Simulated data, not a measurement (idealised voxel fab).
Process module name: voxel wiring stack
In the cross-section labelled cut, the width is 300 nm and each square cell is 5 nm.
Cross-section format: a grid of square cells, given as bands from top to bottom; each band is one or more rows of cells.
Band entry format. Leading values: height of top, height of bottom, nm. Remainder: materials in left-to-right order, each with its width in nm. Special words: "throughout" on a single material, which then fills the band edge to edge; "blank", empty space.
Beneath 0, the wafer as received is one material, and that level is where height counting begins. The lowest band goes on downward without a bottom; it is written like "0 and below".
Note: "30..40" means the width goes from the first number (top row of the band) to the second number (bottom row) in equal steps per row of cells.
Step marked "nothing different"? Then no cell in the cross-section changed in it.
So "Closed cavity list" is basically the list of trapped voids: any empty space of 8 cells or more that can't reach the top through an opening. They're written width x height at distance, the distance being from the left edge, and it's all nm.
Past the settings on a step's line: simulator remark, on that step.
overlay nm: where the mask lay relative to plan, measured to the right, on steps with a mask; negatives go left.

## Process steps foreseen in the plan
- 1: RECEIVE, material Si
- 2: CONFORMAL_DEP, material SiO2, thk nm 15
- 3: DIRECTIONAL_DEP, material TiN, thk nm 5
- 4: DIRECTIONAL_DEP, material W, thk nm 25
- 5: DIRECTIONAL_DEP, material aC, thk nm 15
- 6: PATTERN, tone cover, mask id METAL_1, material resist, width nm 20, pitch nm 35, thk nm 30, overlay nm 0
- 7: DIRECTIONAL_ETCH, etch materials aC, depth nm 15
- 8: STRIP, etch materials resist
- 9: DIRECTIONAL_ETCH, etch materials W, depth nm 25
- 10: DIRECTIONAL_ETCH, etch materials TiN, depth nm 5
- 11: STRIP, etch materials aC
- 12: FILL_DEP, material SiO2, thk nm 10
- 13: CMP, height nm 45
- 14: CONFORMAL_DEP, material SiCN, thk nm 5
- 15: DIRECTIONAL_DEP, material lowk, thk nm 20
- 16: PATTERN, tone open, mask id PLUG_1, material resist, width nm 15, thk nm 20, overlay nm 0
- 17: DIRECTIONAL_ETCH, etch materials lowk, depth nm 20
- 18: DIRECTIONAL_ETCH, etch materials SiCN, depth nm 5
- 19: STRIP, etch materials resist
- 20: EPI, material Ru, thk nm 10
- 21: EPI, material Ru, thk nm 10
- 22: EPI, material Ru, thk nm 5
- 23: DIRECTIONAL_DEP, material TiN, thk nm 5
- 24: DIRECTIONAL_DEP, material W, thk nm 25
- 25: DIRECTIONAL_DEP, material aC, thk nm 15
- 26: PATTERN, tone cover, mask id METAL_2, material resist, width nm 20, pitch nm 35, thk nm 35, overlay nm 0
- 27: DIRECTIONAL_ETCH, etch materials aC, depth nm 15
- 28: STRIP, etch materials resist
- 29: DIRECTIONAL_ETCH, etch materials W, depth nm 25
- 30: DIRECTIONAL_ETCH, etch materials TiN, depth nm 5
- 31: STRIP, etch materials aC
- 32: CONFORMAL_DEP, material SiN, thk nm 5
- 33: FILL_DEP, material SiO2, thk nm 5
- 34: CMP, height nm 100
- 35: CONFORMAL_DEP, material SiCN, thk nm 5
- 36: DIRECTIONAL_DEP, material SiO2, thk nm 20
- 37: PATTERN, tone open, mask id PLUG_2, material resist, width nm 15, thk nm 20, overlay nm 0
- 38: DIRECTIONAL_ETCH, etch materials SiO2, depth nm 20
- 39: DIRECTIONAL_ETCH, etch materials SiCN, depth nm 5
- 40: STRIP, etch materials resist
- 41: EPI, material Ru, thk nm 10
- 42: EPI, material Ru, thk nm 10
- 43: EPI, material Ru, thk nm 5
- 44: DIRECTIONAL_DEP, material TiN, thk nm 5
- 45: DIRECTIONAL_DEP, material Ru, thk nm 15
- 46: MASKED_ETCH, tone cover, mask id METAL_3, width nm 20, pitch nm 35, etch materials Ru, depth nm 15, overlay nm 0
- 47: MASKED_ETCH, tone cover, mask id METAL_3, width nm 20, pitch nm 35, etch materials TiN, depth nm 5, overlay nm 0
- 48: CONFORMAL_DEP, material SiCN, thk nm 5
- 49: FILL_DEP, material SiO2, thk nm 5
- 50: CMP, height nm 145
- 51: CONFORMAL_DEP, material SiCN, thk nm 5

## Incoming wafer in cross-section (state: after step 1)
> 0 and below  Si throughout
> Closed cavity list: none

## Final cross-section, module run with one mistake (start and plan as above)
> 150 down to 145  SiCN throughout
> 145 down to 130  130 of SiO2  5 of SiCN  5 of Ru  5 of SiCN  5 of SiO2  5 of SiCN  20 of Ru  5 of SiCN  120 of SiO2
> 130 down to 125  125 of SiCN  5 of SiO2  5 of SiCN  5 of TiN  15 of SiCN  20 of TiN  125 of SiCN
> 125 down to 120  120 of SiO2  15 of SiCN  165 of SiO2
> 120 down to 105  120 of SiO2  15 of Ru  165 of SiO2
> 105 down to 100  120 of SiCN  15 of TiN  165 of SiCN
> 100 down to 95  SiO2 throughout
> 95 down to 90  SiN throughout
> 90 down to 75  W throughout
> 75 down to 70  TiN throughout
> 70 down to 50  120 of lowk  15 of Ru  165 of lowk
> 50 down to 45  120 of SiCN  15 of Ru  165 of SiCN
> 45 down to 20  120 of SiO2  20 of W  15 of SiO2  20 of W  125 of SiO2
> 20 down to 15  120 of SiO2  20 of TiN  15 of SiO2  20 of TiN  125 of SiO2
> 15 down to 0  SiO2 throughout
> 0 and below  Si throughout
> Closed cavity list: none
Processing error: planned and actual differ for step 25; actual: DIRECTIONAL_DEP, material W, thk nm 15
